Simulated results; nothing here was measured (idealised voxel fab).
process module | voxel gate over fins
Cross-section cut: width 240 nm, square cells of 5 nm.
We lay out every cross-section as a grid of square cells and spell it out in bands from the top down, where one band means one or more rows of cells.
Basically the band line says how high the top is and how high the bottom is, in nm, and then what's in it from left to right, every material with its width in nm. Empty space shows up as "empty", and if a single material carries "full width" it runs the full band edge to edge.
The level at which height equals 0 is the one under which the wafer, as it arrives, is entirely one material. No lower edge exists for the bottom band, which continues downward and is notated as in "0..down".
Top row gets the first number, bottom row gets the second, and each row in between changes by the same step: that is how a band width like "30 to 40" works.
Reading "no alterations made" for a step: not a cell of the cross-section changed in it.
Entry "Fully enclosed voids". Content: empty spaces with no open connection to the top, size 8 cells or greater. Each: width x height at distance. Distance: from left edge. Unit: nm.
On each step's line, the part that comes after the settings is the simulator's own comment on the step.
"overlay nm" answers the question of how far to the right of plan the mask lay on a step that has a mask, and when it is negative the answer is to the left.
THE PROCESS STEPS THAT WERE PLANNED ARE LISTED BELOW
1. RECEIVE with material Si
2. CONFORMAL_DEP with material SiN, thk nm 5
3. PATTERN with tone cover, mask id FINS, material resist, width nm 15, pitch nm 60, thk nm 15, overlay nm 0
4. DIRECTIONAL_ETCH with etch materials SiN, depth nm 5
5. DIRECTIONAL_ETCH with etch materials Si, depth nm 35
6. STRIP with etch materials resist
7. OXIDIZE with depth nm 5
8. FILL_DEP with material SiO2, thk nm 5
9. CMP with height nm 5
10. MASKED_ETCH with tone open, mask id RAIL, width nm 15, etch materials SiO2, depth nm 35, overlay nm 0
11. CONFORMAL_DEP with material TiN, thk nm 5
12. FILL_DEP with material W, thk nm 5
13. CMP with height nm 5
14. SELECTIVE_ETCH with etch materials W Ru TiN, depth nm 25
15. FILL_DEP with material SiO2, thk nm 5
16. CMP with height nm 5
17. SELECTIVE_ETCH with etch materials SiO2, depth nm 20
18. STRIP with etch materials SiN
19. CONFORMAL_DEP with material HfO2, thk nm 5
20. CONFORMAL_DEP with material TiN, thk nm 5
21. FILL_DEP with material W, thk nm 15
22. CMP with height nm 20
23. CONFORMAL_DEP with material SiN, thk nm 5
CROSS-SECTION OF THE WAFER AT RECEIPT, WHICH IS THE CONDITION AFTER STEP 1
* 0..down = Si full width
* Fully enclosed voids: none
SECTIONED VIEW, FIRST OF TWO WAFERS, AT THE CLOSE OF THE MODULE, PROCESSED AS INTENDED IN THE PLAN
* 25..20 = SiN full width
* 20..10 = W full width
* 10..5 = 45 W | 25 TiN | 35 W | 25 TiN | 35 W | 25 TiN | 50 W
* 5..0 = 45 W | 5 TiN | 15 HfO2 | 5 TiN | 35 W | 5 TiN | 15 HfO2 | 5 TiN | 35 W | 5 TiN | 15 HfO2 | 5 TiN | 50 W
* 0..-5 = 45 W | 5 TiN | 5 HfO2 | 5 Si | 5 HfO2 | 5 TiN | 35 W | 5 TiN | 5 HfO2 | 5 Si | 5 HfO2 | 5 TiN | 35 W | 5 TiN | 5 HfO2 | 5 Si | 5 HfO2 | 5 TiN | 50 W
* -5..-10 = 50 TiN | 5 HfO2 | 5 Si | 5 HfO2 | 45 TiN | 5 HfO2 | 5 Si | 5 HfO2 | 45 TiN | 5 HfO2 | 5 Si | 5 HfO2 | 55 TiN
* -10..-15 = 55 HfO2 | 5 Si | 55 HfO2 | 5 Si | 55 HfO2 | 5 Si | 60 HfO2
* -15..-20 = 55 SiO2 | 5 Si | 55 SiO2 | 5 Si | 55 SiO2 | 5 Si | 60 SiO2
* -20..-25 = 55 SiO2 | 5 Si | 20 SiO2 | 5 TiN | 5 W | 5 TiN | 20 SiO2 | 5 Si | 55 SiO2 | 5 Si | 60 SiO2
* -25..-30 = 55 SiO2 | 5 Si | 20 SiO2 | 15 TiN | 20 SiO2 | 5 Si | 55 SiO2 | 5 Si | 60 SiO2
* -30..-40 = 55 SiO2 | 5 Si | 55 SiO2 | 5 Si | 55 SiO2 | 5 Si | 60 SiO2
* -40..down = Si full width
* Fully enclosed voids: none
WAFER TWO, SECTIONED AFTER THE MODULE: THE FIRST WAFER'S START, THE FIRST WAFER'S PLAN, AND ONE MISTAKE IN HOW IT WAS RUN
* 25..20 = SiN full width
* 20..5 = W full width
* 5..0 = 50 W | 15 TiN | 45 W | 15 TiN | 45 W | 15 TiN | 55 W
* 0..-10 = 50 W | 5 TiN | 5 Si | 5 TiN | 45 W | 5 TiN | 5 Si | 5 TiN | 45 W | 5 TiN | 5 Si | 5 TiN | 55 W
* -10..-15 = 55 TiN | 5 Si | 55 TiN | 5 Si | 55 TiN | 5 Si | 60 TiN
* -15..-20 = 55 SiO2 | 5 Si | 55 SiO2 | 5 Si | 55 SiO2 | 5 Si | 60 SiO2
* -20..-25 = 55 SiO2 | 5 Si | 20 SiO2 | 5 TiN | 5 W | 5 TiN | 20 SiO2 | 5 Si | 55 SiO2 | 5 Si | 60 SiO2
* -25..-30 = 55 SiO2 | 5 Si | 20 SiO2 | 15 TiN | 20 SiO2 | 5 Si | 55 SiO2 | 5 Si | 60 SiO2
* -30..-40 = 55 SiO2 | 5 Si | 55 SiO2 | 5 Si | 55 SiO2 | 5 Si | 60 SiO2
* -40..down = Si full width
* Fully enclosed voids: none
In executing the process, a mistake was made relative to the plan: execution of step 19 of the plan did not take place, the step having been omitted
The second wafer ends with more or fewer cells of some materials than the first, per final count: HfO2 -66, W +66
